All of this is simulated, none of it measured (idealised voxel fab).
process module | voxel spacer lines
cross-section cut | 175 nm wide | cells 5 nm
A cross-section is a grid of square cells, given in bands from the top down. A band is one or more rows of cells.
Each band's line starts with the height of the band's top and of its bottom, in nm. Then come its materials from left to right, each with its width in nm. One material with "throughout" fills the band from edge to edge. "air" is empty space.
Height 0 is the level under which the wafer as received is all one material. The lowest band goes on downwards, as in "0 down".
A width such as "30 to 40" changes by the same amount from each row of cells to the next, from the band's top row to its bottom row.
"no change" after a step means that no cell of the cross-section changed.
closed voids: empty space of 8 cells or more with no open way to the top, each as width x height at its distance from the left edge, in nm
after a step's settings: what the simulator itself notes on the step
overlay nm, on a step with a mask: how far to the right of its planned place the mask lay; to the left if negative
plan
1 op RECEIVE | material Si
2 op CONFORMAL_DEP | material Al2O3 | thk nm 5
3 op DIRECTIONAL_DEP | material SiN | thk nm 15
4 op DIRECTIONAL_DEP | material aC | thk nm 25
5 op PATTERN | tone cover | mask id MANDREL | material resist | width nm 15 | pitch nm 50 | thk nm 30 | overlay nm 0
6 op DIRECTIONAL_ETCH | etch materials aC | depth nm 25
7 op STRIP | etch materials resist
8 op CONFORMAL_DEP | material SiO2 | thk nm 10
9 op DIRECTIONAL_ETCH | etch materials SiO2 | depth nm 10
10 op STRIP | etch materials aC
11 op DIRECTIONAL_ETCH | etch materials SiN | depth nm 15
12 op STRIP | etch materials SiO2
first wafer, as planned
as received, after step 1
  0 down: Si throughout
  closed voids: none
after step 2
  5 to 0: Al2O3 throughout
  below 0: unchanged
after step 3
  20 to 5: SiN throughout
  below 5: unchanged
after step 4
  45 to 20: aC throughout
  below 20: unchanged
after step 5
  75 to 45: air 30 | resist 15 | air 35 | resist 15 | air 35 | resist 15 | air 30
  below 45: unchanged
after step 6
  50 to 45: air 30 | resist 15 | air 35 | resist 15 | air 35 | resist 15 | air 30
  45 to 20: air 30 | aC 15 | air 35 | aC 15 | air 35 | aC 15 | air 30
  below 20: unchanged
after step 7
  45 to 20: air 30 | aC 15 | air 35 | aC 15 | air 35 | aC 15 | air 30
  below 20: unchanged
after step 8
  55 to 45: air 20 | SiO2 35 | air 15 | SiO2 35 | air 15 | SiO2 35 | air 20
  45 to 30: air 20 | SiO2 10 | aC 15 | SiO2 10 | air 15 | SiO2 10 | aC 15 | SiO2 10 | air 15 | SiO2 10 | aC 15 | SiO2 10 | air 20
  30 to 20: SiO2 30 | aC 15 | SiO2 35 | aC 15 | SiO2 35 | aC 15 | SiO2 30
  below 20: unchanged
after step 9
  45 to 20: air 20 | SiO2 10 | aC 15 | SiO2 10 | air 15 | SiO2 10 | aC 15 | SiO2 10 | air 15 | SiO2 10 | aC 15 | SiO2 10 | air 20
  below 20: unchanged
after step 10
  45 to 20: air 20 | SiO2 10 | air 15 | SiO2 10 | air 15 | SiO2 10 | air 15 | SiO2 10 | air 15 | SiO2 10 | air 15 | SiO2 10 | air 20
  below 20: unchanged
after step 11
  45 to 20: air 20 | SiO2 10 | air 15 | SiO2 10 | air 15 | SiO2 10 | air 15 | SiO2 10 | air 15 | SiO2 10 | air 15 | SiO2 10 | air 20
  20 to 5: air 20 | SiN 10 | air 15 | SiN 10 | air 15 | SiN 10 | air 15 | SiN 10 | air 15 | SiN 10 | air 15 | SiN 10 | air 20
  below 5: unchanged
after step 12
  20 to 5: air 20 | SiN 10 | air 15 | SiN 10 | air 15 | SiN 10 | air 15 | SiN 10 | air 15 | SiN 10 | air 15 | SiN 10 | air 20
  below 5: unchanged
second wafer: like start, like plan, one mistake. Through step 1 it matches the first wafer
when step 2 should have ended: no change
when step 3 should have ended
  15 to 0: SiN throughout
  below 0: unchanged
when step 4 should have ended
  40 to 15: aC throughout
  below 15: unchanged
when step 5 should have ended
  70 to 40: air 30 | resist 15 | air 35 | resist 15 | air 35 | resist 15 | air 30
  below 40: unchanged
when step 6 should have ended
  45 to 40: air 30 | resist 15 | air 35 | resist 15 | air 35 | resist 15 | air 30
  40 to 15: air 30 | aC 15 | air 35 | aC 15 | air 35 | aC 15 | air 30
  below 15: unchanged
when step 7 should have ended
  40 to 15: air 30 | aC 15 | air 35 | aC 15 | air 35 | aC 15 | air 30
  below 15: unchanged
when step 8 should have ended
  50 to 40: air 20 | SiO2 35 | air 15 | SiO2 35 | air 15 | SiO2 35 | air 20
  40 to 25: air 20 | SiO2 10 | aC 15 | SiO2 10 | air 15 | SiO2 10 | aC 15 | SiO2 10 | air 15 | SiO2 10 | aC 15 | SiO2 10 | air 20
  25 to 15: SiO2 30 | aC 15 | SiO2 35 | aC 15 | SiO2 35 | aC 15 | SiO2 30
  below 15: unchanged
when step 9 should have ended
  40 to 15: air 20 | SiO2 10 | aC 15 | SiO2 10 | air 15 | SiO2 10 | aC 15 | SiO2 10 | air 15 | SiO2 10 | aC 15 | SiO2 10 | air 20
  below 15: unchanged
when step 10 should have ended
  40 to 15: air 20 | SiO2 10 | air 15 | SiO2 10 | air 15 | SiO2 10 | air 15 | SiO2 10 | air 15 | SiO2 10 | air 15 | SiO2 10 | air 20
  below 15: unchanged
when step 11 should have ended
  40 to 15: air 20 | SiO2 10 | air 15 | SiO2 10 | air 15 | SiO2 10 | air 15 | SiO2 10 | air 15 | SiO2 10 | air 15 | SiO2 10 | air 20
  15 to 0: air 20 | SiN 10 | air 15 | SiN 10 | air 15 | SiN 10 | air 15 | SiN 10 | air 15 | SiN 10 | air 15 | SiN 10 | air 20
  below 0: unchanged
when step 12 should have ended
  15 to 0: air 20 | SiN 10 | air 15 | SiN 10 | air 15 | SiN 10 | air 15 | SiN 10 | air 15 | SiN 10 | air 15 | SiN 10 | air 20
  below 0: unchanged
what went wrong: step 2 was left out
at the end the second wafer has, in cells: 35 fewer of Al2O3
